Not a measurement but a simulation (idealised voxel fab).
This section sets out a process module, namely voxel self aligned contacts.
In the cross-section labelled cut, the width is 170 nm and each square cell is 5 nm.
A cross-section is a grid of square cells, given in bands from the top down. A band is one or more rows of cells.
Each band's line starts with the height of the band's top and of its bottom, in nm. Then come its materials from left to right, each with its width in nm. One material with "all across" fills the band from edge to edge. "blank" is empty space.
Measure heights from 0. That's the level where, below it, the as-received wafer is all one material. The lowest band is bottomless and extends downward; write it as in "0 and below".
The notation "30->40" denotes a width that varies across the rows of cells in the band, beginning at the first number in the top row, finishing at the second number in the bottom row, and changing by an identical amount from each row to the next.
"changes: none" for a step: no cell of the cross-section changed in that step.
Entry "Enclosed voids". Content: empty spaces with no open connection to the top, size 8 cells or greater. Each: width x height at distance. Distance: from left edge. Unit: nm.
If you see something after the settings on a step's line, that's the simulator's own remark about that step.
Steps that use a mask can have "overlay nm" on their line. It says how far the mask sat to the right of where it was meant to be. Negative means to the left.
[List of planned process steps]
1,RECEIVE with material Si
2,CONFORMAL_DEP with material SiO2, thk nm 5
3,DIRECTIONAL_DEP with material polySi, thk nm 30
4,DIRECTIONAL_DEP with material SiN, thk nm 15
5,DIRECTIONAL_DEP with material aC, thk nm 10
6,PATTERN with tone cover, mask id GATE, material resist, width nm 25, pitch nm 55, thk nm 30, overlay nm 0
7,DIRECTIONAL_ETCH with etch materials aC, depth nm 10
8,STRIP with etch materials resist
9,DIRECTIONAL_ETCH with etch materials SiN, depth nm 15
10,DIRECTIONAL_ETCH with etch materials polySi, depth nm 30
11,STRIP with etch materials aC
12,CONFORMAL_DEP with material SiN, thk nm 5
13,DIRECTIONAL_ETCH with etch materials SiN, depth nm 5
14,FILL_DEP with material SiO2, thk nm 20
15,CMP with height nm 60
16,MASKED_ETCH with tone open, mask id CONTACT, width nm 40, pitch nm 55, etch materials SiO2, depth nm 60, overlay nm 0
17,CONFORMAL_DEP with material TiN, thk nm 5
18,FILL_DEP with material W, thk nm 10
19,CMP with height nm 60
20,CONFORMAL_DEP with material SiCN, thk nm 5
[First wafer out of two, processed as planned]
[Cross-section of the wafer at receipt, which is the condition after step 1]
* 0 and below: Si all across
* Enclosed voids: none
[How the wafer stands in section after step 2]
* 5 down to 0: SiO2 all across
* At heights below 0, the structure remains unaltered.
[How the wafer stands in section after step 3]
* 35 down to 5: polySi all across
* At heights below 5, the structure remains unaltered.
[How the wafer stands in section after step 4]
* 50 down to 35: SiN all across
* At heights below 35, the structure remains unaltered.
[How the wafer stands in section after step 5]
* 60 down to 50: aC all across
* At heights below 50, the structure remains unaltered.
[How the wafer stands in section after step 6]
* 90 down to 60: blank 15, resist 25, blank 30, resist 25, blank 30, resist 25, blank 20
* At heights below 60, the structure remains unaltered.
[How the wafer stands in section after step 7]
* 80 down to 60: blank 15, resist 25, blank 30, resist 25, blank 30, resist 25, blank 20
* 60 down to 50: blank 15, aC 25, blank 30, aC 25, blank 30, aC 25, blank 20
* At heights below 50, the structure remains unaltered.
[How the wafer stands in section after step 8]
* 60 down to 50: blank 15, aC 25, blank 30, aC 25, blank 30, aC 25, blank 20
* At heights below 50, the structure remains unaltered.
[How the wafer stands in section after step 9]
* 60 down to 50: blank 15, aC 25, blank 30, aC 25, blank 30, aC 25, blank 20
* 50 down to 35: blank 15, SiN 25, blank 30, SiN 25, blank 30, SiN 25, blank 20
* At heights below 35, the structure remains unaltered.
[How the wafer stands in section after step 10]
* 60 down to 50: blank 15, aC 25, blank 30, aC 25, blank 30, aC 25, blank 20
* 50 down to 35: blank 15, SiN 25, blank 30, SiN 25, blank 30, SiN 25, blank 20
* 35 down to 5: blank 15, polySi 25, blank 30, polySi 25, blank 30, polySi 25, blank 20
* At heights below 5, the structure remains unaltered.
[How the wafer stands in section after step 11]
* 50 down to 35: blank 15, SiN 25, blank 30, SiN 25, blank 30, SiN 25, blank 20
* At heights below 35, the structure remains unaltered.
[How the wafer stands in section after step 12]
* 55 down to 35: blank 10, SiN 35, blank 20, SiN 35, blank 20, SiN 35, blank 15
* 35 down to 10: blank 10, SiN 5, polySi 25, SiN 5, blank 20, SiN 5, polySi 25, SiN 5, blank 20, SiN 5, polySi 25, SiN 5, blank 15
* 10 down to 5: SiN 15, polySi 25, SiN 30, polySi 25, SiN 30, polySi 25, SiN 20
* At heights below 5, the structure remains unaltered.
[How the wafer stands in section after step 13]
* 50 down to 35: blank 10, SiN 35, blank 20, SiN 35, blank 20, SiN 35, blank 15
* 35 down to 5: blank 10, SiN 5, polySi 25, SiN 5, blank 20, SiN 5, polySi 25, SiN 5, blank 20, SiN 5, polySi 25, SiN 5, blank 15
* At heights below 5, the structure remains unaltered.
[How the wafer stands in section after step 14]
* 70 down to 50: SiO2 all across
* 50 down to 35: SiO2 10, SiN 35, SiO2 20, SiN 35, SiO2 20, SiN 35, SiO2 15
* 35 down to 5: SiO2 10, SiN 5, polySi 25, SiN 5, SiO2 20, SiN 5, polySi 25, SiN 5, SiO2 20, SiN 5, polySi 25, SiN 5, SiO2 15
* At heights below 5, the structure remains unaltered.
[How the wafer stands in section after step 15]
* 60 down to 50: SiO2 all across
* At heights below 50, the structure remains unaltered.
[How the wafer stands in section after step 16]
* 60 down to 50: SiO2 35, blank 40, SiO2 15, blank 40, SiO2 40
* 50 down to 35: SiO2 10, SiN 35, blank 20, SiN 35, blank 20, SiN 35, SiO2 15
* 35 down to 5: SiO2 10, SiN 5, polySi 25, SiN 5, blank 20, SiN 5, polySi 25, SiN 5, blank 20, SiN 5, polySi 25, SiN 5, SiO2 15
* 5 down to 0: SiO2 45, blank 20, SiO2 35, blank 20, SiO2 50
* At heights below 0, the structure remains unaltered.
[How the wafer stands in section after step 17]
* 65 down to 60: TiN 40, blank 30, TiN 25, blank 30, TiN 45
* 60 down to 50: SiO2 35, TiN 5->15, blank 30->10, TiN 5->15, SiO2 15, TiN 5->15, blank 30->10, TiN 5->15, SiO2 40
* 50 down to 35: SiO2 10, SiN 35, TiN 5, blank 10, TiN 5, SiN 35, TiN 5, blank 10, TiN 5, SiN 35, SiO2 15
* 35 down to 5: SiO2 10, SiN 5, polySi 25, SiN 5, TiN 5, blank 10, TiN 5, SiN 5, polySi 25, SiN 5, TiN 5, blank 10, TiN 5, SiN 5, polySi 25, SiN 5, SiO2 15
* 5 down to 0: SiO2 45, TiN 20, SiO2 35, TiN 20, SiO2 50
* At heights below 0, the structure remains unaltered.
[How the wafer stands in section after step 18]
* 75 down to 65: W all across
* 65 down to 60: TiN 40, W 30, TiN 25, W 30, TiN 45
* 60 down to 50: SiO2 35, TiN 5->15, W 30->10, TiN 5->15, SiO2 15, TiN 5->15, W 30->10, TiN 5->15, SiO2 40
* 50 down to 35: SiO2 10, SiN 35, TiN 5, W 10, TiN 5, SiN 35, TiN 5, W 10, TiN 5, SiN 35, SiO2 15
* 35 down to 5: SiO2 10, SiN 5, polySi 25, SiN 5, TiN 5, W 10, TiN 5, SiN 5, polySi 25, SiN 5, TiN 5, W 10, TiN 5, SiN 5, polySi 25, SiN 5, SiO2 15
* At heights below 5, the structure remains unaltered.
[How the wafer stands in section after step 19]
* 60 down to 50: SiO2 35, TiN 5->15, W 30->10, TiN 5->15, SiO2 15, TiN 5->15, W 30->10, TiN 5->15, SiO2 40
* At heights below 50, the structure remains unaltered.
[How the wafer stands in section after step 20]
* 65 down to 60: SiCN all across
* At heights below 60, the structure remains unaltered.
[The Second Wafer: Common Origin and Plan, One Mistake in Execution, Identical to the First Through Step 5]
[Second wafer, section view, time point: scheduled end of step 6]
* 90 down to 60: blank 20, resist 20, blank 35, resist 20, blank 35, resist 20, blank 20
* At heights below 60, the structure remains unaltered.
[Second wafer, section view, time point: scheduled end of step 7]
* 80 down to 60: blank 20, resist 20, blank 35, resist 20, blank 35, resist 20, blank 20
* 60 down to 50: blank 20, aC 20, blank 35, aC 20, blank 35, aC 20, blank 20
* At heights below 50, the structure remains unaltered.
[Second wafer, section view, time point: scheduled end of step 8]
* 60 down to 50: blank 20, aC 20, blank 35, aC 20, blank 35, aC 20, blank 20
* At heights below 50, the structure remains unaltered.
[Second wafer, section view, time point: scheduled end of step 9]
* 60 down to 50: blank 20, aC 20, blank 35, aC 20, blank 35, aC 20, blank 20
* 50 down to 35: blank 20, SiN 20, blank 35, SiN 20, blank 35, SiN 20, blank 20
* At heights below 35, the structure remains unaltered.
[Second wafer, section view, time point: scheduled end of step 10]
* 60 down to 50: blank 20, aC 20, blank 35, aC 20, blank 35, aC 20, blank 20
* 50 down to 35: blank 20, SiN 20, blank 35, SiN 20, blank 35, SiN 20, blank 20
* 35 down to 5: blank 20, polySi 20, blank 35, polySi 20, blank 35, polySi 20, blank 20
* At heights below 5, the structure remains unaltered.
[Second wafer, section view, time point: scheduled end of step 11]
* 50 down to 35: blank 20, SiN 20, blank 35, SiN 20, blank 35, SiN 20, blank 20
* At heights below 35, the structure remains unaltered.
[Second wafer, section view, time point: scheduled end of step 12]
* 55 down to 35: blank 15, SiN 30, blank 25, SiN 30, blank 25, SiN 30, blank 15
* 35 down to 10: blank 15, SiN 5, polySi 20, SiN 5, blank 25, SiN 5, polySi 20, SiN 5, blank 25, SiN 5, polySi 20, SiN 5, blank 15
* 10 down to 5: SiN 20, polySi 20, SiN 35, polySi 20, SiN 35, polySi 20, SiN 20
* At heights below 5, the structure remains unaltered.
[Second wafer, section view, time point: scheduled end of step 13]
* 50 down to 35: blank 15, SiN 30, blank 25, SiN 30, blank 25, SiN 30, blank 15
* 35 down to 5: blank 15, SiN 5, polySi 20, SiN 5, blank 25, SiN 5, polySi 20, SiN 5, blank 25, SiN 5, polySi 20, SiN 5, blank 15
* At heights below 5, the structure remains unaltered.
[Second wafer, section view, time point: scheduled end of step 14]
* 70 down to 50: SiO2 all across
* 50 down to 35: SiO2 15, SiN 30, SiO2 25, SiN 30, SiO2 25, SiN 30, SiO2 15
* 35 down to 5: SiO2 15, SiN 5, polySi 20, SiN 5, SiO2 25, SiN 5, polySi 20, SiN 5, SiO2 25, SiN 5, polySi 20, SiN 5, SiO2 15
* At heights below 5, the structure remains unaltered.
[Second wafer, section view, time point: scheduled end of step 15]
* 60 down to 50: SiO2 all across
* At heights below 50, the structure remains unaltered.
[Second wafer, section view, time point: scheduled end of step 16]
* 60 down to 50: SiO2 35, blank 40, SiO2 15, blank 40, SiO2 40
* 50 down to 35: SiO2 15, SiN 30, blank 25, SiN 30, blank 25, SiN 30, SiO2 15
* 35 down to 5: SiO2 15, SiN 5, polySi 20, SiN 5, blank 25, SiN 5, polySi 20, SiN 5, blank 25, SiN 5, polySi 20, SiN 5, SiO2 15
* 5 down to 0: SiO2 45, blank 25, SiO2 30, blank 25, SiO2 45
* At heights below 0, the structure remains unaltered.
[Second wafer, section view, time point: scheduled end of step 17]
* 65 down to 60: TiN 40, blank 30, TiN 25, blank 30, TiN 45
* 60 down to 50: SiO2 35, TiN 5->15, blank 30->15, TiN 5->10, SiO2 15, TiN 5->15, blank 30->15, TiN 5->10, SiO2 40
* 50 down to 35: SiO2 15, SiN 30, TiN 5, blank 15, TiN 5, SiN 30, TiN 5, blank 15, TiN 5, SiN 30, SiO2 15
* 35 down to 5: SiO2 15, SiN 5, polySi 20, SiN 5, TiN 5, blank 15, TiN 5, SiN 5, polySi 20, SiN 5, TiN 5, blank 15, TiN 5, SiN 5, polySi 20, SiN 5, SiO2 15
* 5 down to 0: SiO2 45, TiN 25, SiO2 30, TiN 25, SiO2 45
* At heights below 0, the structure remains unaltered.
[Second wafer, section view, time point: scheduled end of step 18]
* 75 down to 65: W all across
* 65 down to 60: TiN 40, W 30, TiN 25, W 30, TiN 45
* 60 down to 50: SiO2 35, TiN 5->15, W 30->15, TiN 5->10, SiO2 15, TiN 5->15, W 30->15, TiN 5->10, SiO2 40
* 50 down to 35: SiO2 15, SiN 30, TiN 5, W 15, TiN 5, SiN 30, TiN 5, W 15, TiN 5, SiN 30, SiO2 15
* 35 down to 5: SiO2 15, SiN 5, polySi 20, SiN 5, TiN 5, W 15, TiN 5, SiN 5, polySi 20, SiN 5, TiN 5, W 15, TiN 5, SiN 5, polySi 20, SiN 5, SiO2 15
* At heights below 5, the structure remains unaltered.
[Second wafer, section view, time point: scheduled end of step 19]
* 60 down to 50: SiO2 35, TiN 5->15, W 30->15, TiN 5->10, SiO2 15, TiN 5->15, W 30->15, TiN 5->10, SiO2 40
* At heights below 50, the structure remains unaltered.
[Second wafer, section view, time point: scheduled end of step 20]
* 65 down to 60: SiCN all across
* At heights below 60, the structure remains unaltered.
So what did we get wrong on this run? planned and actual differ for step 6; actual: PATTERN with tone cover, mask id GATE, material resist, width nm 20, pitch nm 55, thk nm 30, overlay nm 0
Bottom line after processing is that, in cells, the second wafer is up or down on some materials versus the first: -9 SiN | +7 SiO2 | +20 W | -18 polySi
